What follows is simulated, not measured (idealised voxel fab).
Process module name: voxel self aligned vias
Xsec cut, 220 nm wide, square cell size 5 nm.
Cross-section layout: square cells on a grid; listed as bands, top to bottom; a band spans one or more cell rows. Per band: top height and bottom height in nm, followed by the left-to-right materials and their widths in nm; "throughout" marks a single material spanning edge to edge, "air" marks empty space. Ref level 0: as-received wafer is one material below here. Bottom band extends down with no lower bound ("0 and below"). Width "30..40": first value at the band's top row of cells, second value at its bottom row, equal change from row to row. For the purposes of this document, the phrase "no alterations made" attached to a step denotes that no cell within the cross-section was modified by that step. Look at "Enclosed empty spaces" for the closed voids: empty spaces with no open path to the top, sized 8 cells or up. Each is width x height at distance, distance from the left edge, all nm. It should be noted that, on the line of a given step, the content following the step's settings is a remark produced by the simulator itself with respect to that step. On any step carrying a mask, the "overlay nm" setting, if present on the step's line, tells how far right of its planned place the mask lay; negative values point to the left.
Process steps - plan
1) RECEIVE [material Si]
2) CONFORMAL_DEP [material SiO2] [thk nm 10]
3) CONFORMAL_DEP [material SiCN] [thk nm 5]
4) DIRECTIONAL_DEP [material lowk] [thk nm 30]
5) DIRECTIONAL_DEP [material aC] [thk nm 10]
6) PATTERN [tone open] [mask id LINES] [material resist] [width nm 30] [pitch nm 70] [thk nm 30] [overlay nm 0]
7) DIRECTIONAL_ETCH [etch materials aC] [depth nm 10]
8) STRIP [etch materials resist]
9) DIRECTIONAL_ETCH [etch materials lowk] [depth nm 30]
10) STRIP [etch materials aC]
11) CONFORMAL_DEP [material TiN] [thk nm 5]
12) FILL_DEP [material W] [thk nm 5]
13) CMP [height nm 45]
14) SELECTIVE_ETCH [etch materials W Ru TiN] [depth nm 10]
15) FILL_DEP [material SiN] [thk nm 10]
16) CMP [height nm 45]
17) DIRECTIONAL_DEP [material lowk] [thk nm 15]
18) MASKED_ETCH [tone open] [mask id VIAS] [width nm 30] [pitch nm 70] [etch materials lowk] [depth nm 15] [overlay nm 0]
19) MASKED_ETCH [tone open] [mask id VIAS] [width nm 40] [pitch nm 70] [etch materials SiN] [depth nm 10] [overlay nm 0]
20) CONFORMAL_DEP [material TiN] [thk nm 5]
21) FILL_DEP [material W] [thk nm 10]
22) CMP [height nm 60]
23) CONFORMAL_DEP [material SiCN] [thk nm 5]
Don't read the plan's width nm for step 18 as applying to every wafer: that's the first wafer's value, and the wafers differ in it, though they all start identical.
As-received cross-section, first of several wafers, post step 1
    0 and below: Si throughout
    Enclosed empty spaces: none
Cross-section of the first of several wafers, taken after step 23, where the module ends
    65 down to 60: SiCN throughout
    60 down to 40: lowk: 60; TiN: 5; W: 20; TiN: 5; lowk: 40; TiN: 5; W: 20; TiN: 5; lowk: 60
    40 down to 35: lowk: 60; TiN: 30; lowk: 40; TiN: 30; lowk: 60
    35 down to 20: lowk: 60; TiN: 5; W: 20; TiN: 5; lowk: 40; TiN: 5; W: 20; TiN: 5; lowk: 60
    20 down to 15: lowk: 60; TiN: 30; lowk: 40; TiN: 30; lowk: 60
    15 down to 10: SiCN throughout
    10 down to 0: SiO2 throughout
    0 and below: Si throughout
    Enclosed empty spaces: none
Last wafer of the set, cross-sectioned at end of module
    65 down to 60: SiCN throughout
    60 down to 50: lowk: 50; TiN: 5; W: 45; TiN: 5; lowk: 15; TiN: 5; W: 45; TiN: 5; lowk: 45
    50 down to 40: lowk: 50..60; TiN: 15..5; W: 20; TiN: 20..5; lowk: 15..40; TiN: 15..5; W: 20; TiN: 20..5; lowk: 45..60
    40 down to 35: lowk: 60; TiN: 30; lowk: 40; TiN: 30; lowk: 60
    35 down to 20: lowk: 60; TiN: 5; W: 20; TiN: 5; lowk: 40; TiN: 5; W: 20; TiN: 5; lowk: 60
    20 down to 15: lowk: 60; TiN: 30; lowk: 40; TiN: 30; lowk: 60
    15 down to 10: SiCN throughout
    10 down to 0: SiO2 throughout
    0 and below: Si throughout
    Enclosed empty spaces: none
Below: a row per wafer. Contents at end of module: for every material, cells gained since receipt (+) or lost since receipt (-); then closed voids
width nm 30, +88 SiCN, +88 SiO2, +52 TiN, +56 W, +288 lowk, Enclosed empty spaces: none
width nm 35, +88 SiCN, +88 SiO2, +54 TiN, +60 W, +282 lowk, Enclosed empty spaces: none
width nm 40, +88 SiCN, +88 SiO2, +56 TiN, +64 W, +276 lowk, Enclosed empty spaces: none
width nm 45, +88 SiCN, +88 SiO2, +58 TiN, +68 W, +270 lowk, Enclosed empty spaces: none
width nm 50, +88 SiCN, +88 SiO2, +60 TiN, +72 W, +264 lowk, Enclosed empty spaces: none
width nm 55, +88 SiCN, +88 SiO2, +62 TiN, +76 W, +258 lowk, Enclosed empty spaces: none
